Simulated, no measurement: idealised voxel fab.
Presented below is a process module, voxel wiring stack.
Xsec cut, 285 nm wide, square cell size 5 nm.
Cross-section layout: square cells on a grid; listed as bands, top to bottom; a band spans one or more cell rows.
Top height, bottom height, nm. Materials left to right, width each, nm. Single material + "full width" = fills band edge to edge. "blank" = empty.
All heights in this document are referenced to 0, defined as the level beneath which the wafer, as received, consists entirely of one material. The lowest band is not bounded below; it extends indefinitely downward and is written in the form "0 and below".
The notation "30..40" denotes a width that varies across the rows of cells in the band, beginning at the first number in the top row, finishing at the second number in the bottom row, and changing by an identical amount from each row to the next.
"remained the same" for a step: no cell of the cross-section changed in that step.
"Cavities, sealed" specifies each empty space that is not open to the top and that occupies no fewer than 8 cells, using the form width x height at distance, the distance measured from the left edge and all three quantities in nm.
On a step's line, text after the settings is the simulator commenting on that step.
overlay nm: mask offset rightward from planned place, masked step; negative means leftward offset.

-- Below is the list of planned process steps
1,RECEIVE (material Si)
2,CONFORMAL_DEP (material SiO2; thk nm 15)
3,DIRECTIONAL_DEP (material TiN; thk nm 5)
4,DIRECTIONAL_DEP (material Ru; thk nm 15)
5,MASKED_ETCH (tone cover; mask id METAL_1; width nm 20; pitch nm 40; etch materials Ru; depth nm 15; overlay nm 0)
6,MASKED_ETCH (tone cover; mask id METAL_1; width nm 20; pitch nm 40; etch materials TiN; depth nm 5; overlay nm 0)
7,CONFORMAL_DEP (material SiN; thk nm 5)
8,FILL_DEP (material SiO2; thk nm 5)
9,CMP (height nm 35)
10,CONFORMAL_DEP (material SiCN; thk nm 5)
11,DIRECTIONAL_DEP (material SiO2; thk nm 30)
12,MASKED_ETCH (tone open; mask id METAL_2; width nm 20; pitch nm 40; etch materials SiO2; depth nm 20; overlay nm 0)
13,MASKED_ETCH (tone open; mask id METAL_2_HOLES; width nm 15; pitch nm 40; etch materials SiO2; depth nm 10; overlay nm 0)
14,MASKED_ETCH (tone open; mask id METAL_2_HOLES; width nm 15; pitch nm 40; etch materials SiCN; depth nm 5; overlay nm 0)
15,CONFORMAL_DEP (material TiN; thk nm 5)
16,FILL_DEP (material Ru; thk nm 10)
17,CMP (height nm 70)
18,CONFORMAL_DEP (material SiCN; thk nm 5)

-- What follows covers the first of two wafers; it ran as planned

-- Here's what the wafer looked like in cross-section when it arrived - that's after step 1
    0 and below = Si full width
    Cavities, sealed: none

-- Presented here is a cross-section of the wafer after step 2 has been performed
    15 down to 0 = SiO2 full width
    Note: structure below 0 unchanged.

-- Presented here is a cross-section of the wafer after step 3 has been performed
    20 down to 15 = TiN full width
    Note: structure below 15 unchanged.

-- Presented here is a cross-section of the wafer after step 4 has been performed
    35 down to 20 = Ru full width
    Note: structure below 20 unchanged.

-- Presented here is a cross-section of the wafer after step 5 has been performed
    35 down to 20 = blank (70), Ru (20), blank (20), Ru (20), blank (20), Ru (20), blank (20), Ru (20), blank (75)
    Note: structure below 20 unchanged.

-- Presented here is a cross-section of the wafer after step 6 has been performed
    35 down to 20 = blank (70), Ru (20), blank (20), Ru (20), blank (20), Ru (20), blank (20), Ru (20), blank (75)
    20 down to 15 = blank (70), TiN (20), blank (20), TiN (20), blank (20), TiN (20), blank (20), TiN (20), blank (75)
    Note: structure below 15 unchanged.

-- Presented here is a cross-section of the wafer after step 7 has been performed
    40 down to 35 = blank (65), SiN (30), blank (10), SiN (30), blank (10), SiN (30), blank (10), SiN (30), blank (70)
    35 down to 20 = blank (65), SiN (5), Ru (20), SiN (5), blank (10), SiN (5), Ru (20), SiN (5), blank (10), SiN (5), Ru (20), SiN (5), blank (10), SiN (5), Ru (20), SiN (5), blank (70)
    20 down to 15 = SiN (70), TiN (20), SiN (20), TiN (20), SiN (20), TiN (20), SiN (20), TiN (20), SiN (75)
    Note: structure below 15 unchanged.

-- Presented here is a cross-section of the wafer after step 8 has been performed
    45 down to 40 = SiO2 full width
    40 down to 35 = SiO2 (65), SiN (30), SiO2 (10), SiN (30), SiO2 (10), SiN (30), SiO2 (10), SiN (30), SiO2 (70)
    35 down to 20 = SiO2 (65), SiN (5), Ru (20), SiN (5), SiO2 (10), SiN (5), Ru (20), SiN (5), SiO2 (10), SiN (5), Ru (20), SiN (5), SiO2 (10), SiN (5), Ru (20), SiN (5), SiO2 (70)
    Note: structure below 20 unchanged.

-- Presented here is a cross-section of the wafer after step 9 has been performed
    35 down to 20 = SiO2 (65), SiN (5), Ru (20), SiN (5), SiO2 (10), SiN (5), Ru (20), SiN (5), SiO2 (10), SiN (5), Ru (20), SiN (5), SiO2 (10), SiN (5), Ru (20), SiN (5), SiO2 (70)
    Note: structure below 20 unchanged.

-- Presented here is a cross-section of the wafer after step 10 has been performed
    40 down to 35 = SiCN full width
    Note: structure below 35 unchanged.

-- Presented here is a cross-section of the wafer after step 11 has been performed
    70 down to 40 = SiO2 full width
    Note: structure below 40 unchanged.

-- Presented here is a cross-section of the wafer after step 12 has been performed
    70 down to 50 = SiO2 (70), blank (20), SiO2 (20), blank (20), SiO2 (20), blank (20), SiO2 (20), blank (20), SiO2 (75)
    Note: structure below 50 unchanged.

-- Presented here is a cross-section of the wafer after step 13 has been performed
    70 down to 50 = SiO2 (70), blank (20), SiO2 (20), blank (20), SiO2 (20), blank (20), SiO2 (20), blank (20), SiO2 (75)
    50 down to 40 = SiO2 (70), blank (15), SiO2 (25), blank (15), SiO2 (25), blank (15), SiO2 (25), blank (15), SiO2 (80)
    Note: structure below 40 unchanged.

-- Presented here is a cross-section of the wafer after step 14 has been performed
    70 down to 50 = SiO2 (70), blank (20), SiO2 (20), blank (20), SiO2 (20), blank (20), SiO2 (20), blank (20), SiO2 (75)
    50 down to 40 = SiO2 (70), blank (15), SiO2 (25), blank (15), SiO2 (25), blank (15), SiO2 (25), blank (15), SiO2 (80)
    40 down to 35 = SiCN (70), blank (15), SiCN (25), blank (15), SiCN (25), blank (15), SiCN (25), blank (15), SiCN (80)
    Note: structure below 35 unchanged.

-- Presented here is a cross-section of the wafer after step 15 has been performed
    75 down to 70 = TiN (75), blank (10), TiN (30), blank (10), TiN (30), blank (10), TiN (30), blank (10), TiN (80)
    70 down to 55 = SiO2 (70), TiN (5), blank (10), TiN (5), SiO2 (20), TiN (5), blank (10), TiN (5), SiO2 (20), TiN (5), blank (10), TiN (5), SiO2 (20), TiN (5), blank (10), TiN (5), SiO2 (75)
    55 down to 50 = SiO2 (70), TiN (5), blank (5), TiN (10), SiO2 (20), TiN (5), blank (5), TiN (10), SiO2 (20), TiN (5), blank (5), TiN (10), SiO2 (20), TiN (5), blank (5), TiN (10), SiO2 (75)
    50 down to 40 = SiO2 (70), TiN (5), blank (5), TiN (5), SiO2 (25), TiN (5), blank (5), TiN (5), SiO2 (25), TiN (5), blank (5), TiN (5), SiO2 (25), TiN (5), blank (5), TiN (5), SiO2 (80)
    40 down to 35 = SiCN (70), TiN (15), SiCN (25), TiN (15), SiCN (25), TiN (15), SiCN (25), TiN (15), SiCN (80)
    Note: structure below 35 unchanged.

-- Presented here is a cross-section of the wafer after step 16 has been performed
    85 down to 75 = Ru full width
    75 down to 70 = TiN (75), Ru (10), TiN (30), Ru (10), TiN (30), Ru (10), TiN (30), Ru (10), TiN (80)
    70 down to 55 = SiO2 (70), TiN (5), Ru (10), TiN (5), SiO2 (20), TiN (5), Ru (10), TiN (5), SiO2 (20), TiN (5), Ru (10), TiN (5), SiO2 (20), TiN (5), Ru (10), TiN (5), SiO2 (75)
    55 down to 50 = SiO2 (70), TiN (5), Ru (5), TiN (10), SiO2 (20), TiN (5), Ru (5), TiN (10), SiO2 (20), TiN (5), Ru (5), TiN (10), SiO2 (20), TiN (5), Ru (5), TiN (10), SiO2 (75)
    50 down to 40 = SiO2 (70), TiN (5), Ru (5), TiN (5), SiO2 (25), TiN (5), Ru (5), TiN (5), SiO2 (25), TiN (5), Ru (5), TiN (5), SiO2 (25), TiN (5), Ru (5), TiN (5), SiO2 (80)
    Note: structure below 40 unchanged.

-- Presented here is a cross-section of the wafer after step 17 has been performed
    70 down to 55 = SiO2 (70), TiN (5), Ru (10), TiN (5), SiO2 (20), TiN (5), Ru (10), TiN (5), SiO2 (20), TiN (5), Ru (10), TiN (5), SiO2 (20), TiN (5), Ru (10), TiN (5), SiO2 (75)
    Note: structure below 55 unchanged.

-- Presented here is a cross-section of the wafer after step 18 has been performed
    75 down to 70 = SiCN full width
    Note: structure below 70 unchanged.

-- Wafer two. Same start, same plan, one slip in execution. Same as wafer one through step 9, inclusive

-- Cross-section of the second wafer corresponding to the planned conclusion of step 10
    65 down to 35 = SiO2 full width
    Note: structure below 35 unchanged.

-- Cross-section of the second wafer corresponding to the planned conclusion of step 11
    70 down to 65 = SiCN full width
    Note: structure below 65 unchanged.

Cross-section of the second wafer corresponding to the planned conclusion of step 12: remained the same

Cross-section of the second wafer corresponding to the planned conclusion of step 13: remained the same

-- Cross-section of the second wafer corresponding to the planned conclusion of step 14
    70 down to 65 = SiCN (70), blank (15), SiCN (25), blank (15), SiCN (25), blank (15), SiCN (25), blank (15), SiCN (80)
    Note: structure below 65 unchanged.

-- Cross-section of the second wafer corresponding to the planned conclusion of step 15
    75 down to 70 = TiN (75), blank (5), TiN (35), blank (5), TiN (35), blank (5), TiN (35), blank (5), TiN (85)
    70 down to 65 = SiCN (70), TiN (15), SiCN (25), TiN (15), SiCN (25), TiN (15), SiCN (25), TiN (15), SiCN (80)
    Note: structure below 65 unchanged.

-- Cross-section of the second wafer corresponding to the planned conclusion of step 16
    85 down to 75 = Ru full width
    75 down to 70 = TiN (75), Ru (5), TiN (35), Ru (5), TiN (35), Ru (5), TiN (35), Ru (5), TiN (85)
    Note: structure below 70 unchanged.

-- Cross-section of the second wafer corresponding to the planned conclusion of step 17
    70 down to 65 = SiCN (70), TiN (15), SiCN (25), TiN (15), SiCN (25), TiN (15), SiCN (25), TiN (15), SiCN (80)
    Note: structure below 65 unchanged.

-- Cross-section of the second wafer corresponding to the planned conclusion of step 18
    75 down to 70 = SiCN full width
    Note: structure below 70 unchanged.
What went wrong in running the wafer? step 11 occupied the plan position of step 10, and the converse holds as well
It is noted that, at the conclusion of processing, the second wafer exhibits a higher or lower cell count for certain materials relative to the first: -36 Ru | +88 SiO2 | -52 TiN
